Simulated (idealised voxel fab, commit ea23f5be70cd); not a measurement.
The name of this process module is voxel self aligned vias.
The cross-section shown here is cut; it is 265 nm wide and divided into square cells measuring 5 nm on a side.
Format of a cross-section: grid, square cells. Given as bands. Order: top down. Band: one or more rows of cells. Read a band's entry like this: the first values are the height of its top and the height of its bottom in nm, and what follows is the sequence of materials from left to right, each with its width in nm. Note that "empty" is empty space, and that a single material marked "full width" reaches across the band from edge to edge. Measure heights from 0. That's the level where, below it, the as-received wafer is all one material. The lowest band is bottomless and extends downward; write it as in "0 and below". A width such as "30..40" changes by the same amount from each row of cells to the next, from the band's top row to its bottom row. When a step is marked "nothing got changed", none of the cells in the cross-section changed during that step. "Unvented voids" contains a list of empty spaces, each no smaller than 8 cells and without an open way to the top, written in the form width x height at distance with the distance from the left edge and all three in nm. The remark found on a step's line after its settings is issued by the simulator itself and pertains to that step. The line of a step may include "overlay nm". On a step with a mask, this value is how far to the right of its planned place the mask lay. A negative value means the mask lay to the left.

Process steps foreseen in the plan
1,RECEIVE: material Si
2,CONFORMAL_DEP: material SiO2, thk nm 15
3,CONFORMAL_DEP: material SiCN, thk nm 5
4,DIRECTIONAL_DEP: material lowk, thk nm 30
5,PATTERN: tone open, mask id LINES, material resist, width nm 20, pitch nm 65, thk nm 20, overlay nm 0
6,DIRECTIONAL_ETCH: etch materials lowk, depth nm 30
7,STRIP: etch materials resist
8,CONFORMAL_DEP: material TiN, thk nm 5
9,FILL_DEP: material W, thk nm 5
10,CMP: height nm 50
11,SELECTIVE_ETCH: etch materials W Ru TiN, depth nm 5
12,FILL_DEP: material SiN, thk nm 10
13,CMP: height nm 40
14,DIRECTIONAL_DEP: material lowk, thk nm 20
15,DIRECTIONAL_DEP: material aC, thk nm 10
16,PATTERN: tone open, mask id VIAS, material resist, width nm 40, pitch nm 65, thk nm 30, overlay nm 0
17,DIRECTIONAL_ETCH: etch materials aC, depth nm 10
18,STRIP: etch materials resist
19,DIRECTIONAL_ETCH: etch materials lowk, depth nm 20
20,DIRECTIONAL_ETCH: etch materials SiN, depth nm 5
21,STRIP: etch materials aC
22,CONFORMAL_DEP: material TiN, thk nm 5
23,FILL_DEP: material W, thk nm 5
24,CMP: height nm 70
25,CONFORMAL_DEP: material SiCN, thk nm 5
Among the wafers covered here, the point of difference is the height nm at step 13; their starting state is shared, and the plan presents the value of the first wafer.

Cross-section: the first of several wafers in its as-received state, i.e. following step 1
> 0 and below = Si full width
> Unvented voids: none

First wafer at the end, after step 25
> 75 down to 70 = SiCN full width
> 70 down to 65 = W full width
> 65 down to 60 = TiN 85 / W 30 / TiN 35 / W 30 / TiN 85
> 60 down to 45 = lowk 80 / TiN 5 / W 30 / TiN 5 / lowk 25 / TiN 5 / W 30 / TiN 5 / lowk 80
> 45 down to 40 = lowk 80 / TiN 40 / lowk 25 / TiN 40 / lowk 80
> 40 down to 25 = lowk 90 / TiN 5 / W 10 / TiN 5 / lowk 45 / TiN 5 / W 10 / TiN 5 / lowk 90
> 25 down to 20 = lowk 90 / TiN 20 / lowk 45 / TiN 20 / lowk 90
> 20 down to 15 = SiCN full width
> 15 down to 0 = SiO2 full width
> 0 and below = Si full width
> Unvented voids: none

Cross-sectional depiction of the last of several wafers upon completion of the module
> 75 down to 70 = SiCN full width
> 70 down to 60 = lowk 80 / TiN 5 / W 30 / TiN 5 / lowk 25 / TiN 5 / W 30 / TiN 5 / lowk 80
> 60 down to 55 = SiN 80 / TiN 40 / SiN 25 / TiN 40 / SiN 80
> 55 down to 50 = SiN full width
> 50 down to 45 = lowk 90 / SiN 20 / lowk 45 / SiN 20 / lowk 90
> 45 down to 25 = lowk 90 / TiN 5 / W 10 / TiN 5 / lowk 45 / TiN 5 / W 10 / TiN 5 / lowk 90
> 25 down to 20 = lowk 90 / TiN 20 / lowk 45 / TiN 20 / lowk 90
> 20 down to 15 = SiCN full width
> 15 down to 0 = SiO2 full width
> 0 and below = Si full width
> Unvented voids: none

Wafer rows, end of module: cells per material gained (+) or lost (-) since receipt; closed voids last
height nm 40; +106 SiCN; +159 SiO2; +89 TiN; +113 W; +328 lowk; Unvented voids: none
height nm 45; +106 SiCN; +159 SiO2; +93 TiN; +64 W; +373 lowk; Unvented voids: none
height nm 50; +106 SiCN; +159 SiO2; +56 TiN; +56 W; +418 lowk; Unvented voids: none
height nm 55; +106 SiCN; +45 SiN; +159 SiO2; +52 TiN; +52 W; +381 lowk; Unvented voids: none
height nm 60; +106 SiCN; +98 SiN; +159 SiO2; +48 TiN; +40 W; +344 lowk; Unvented voids: none
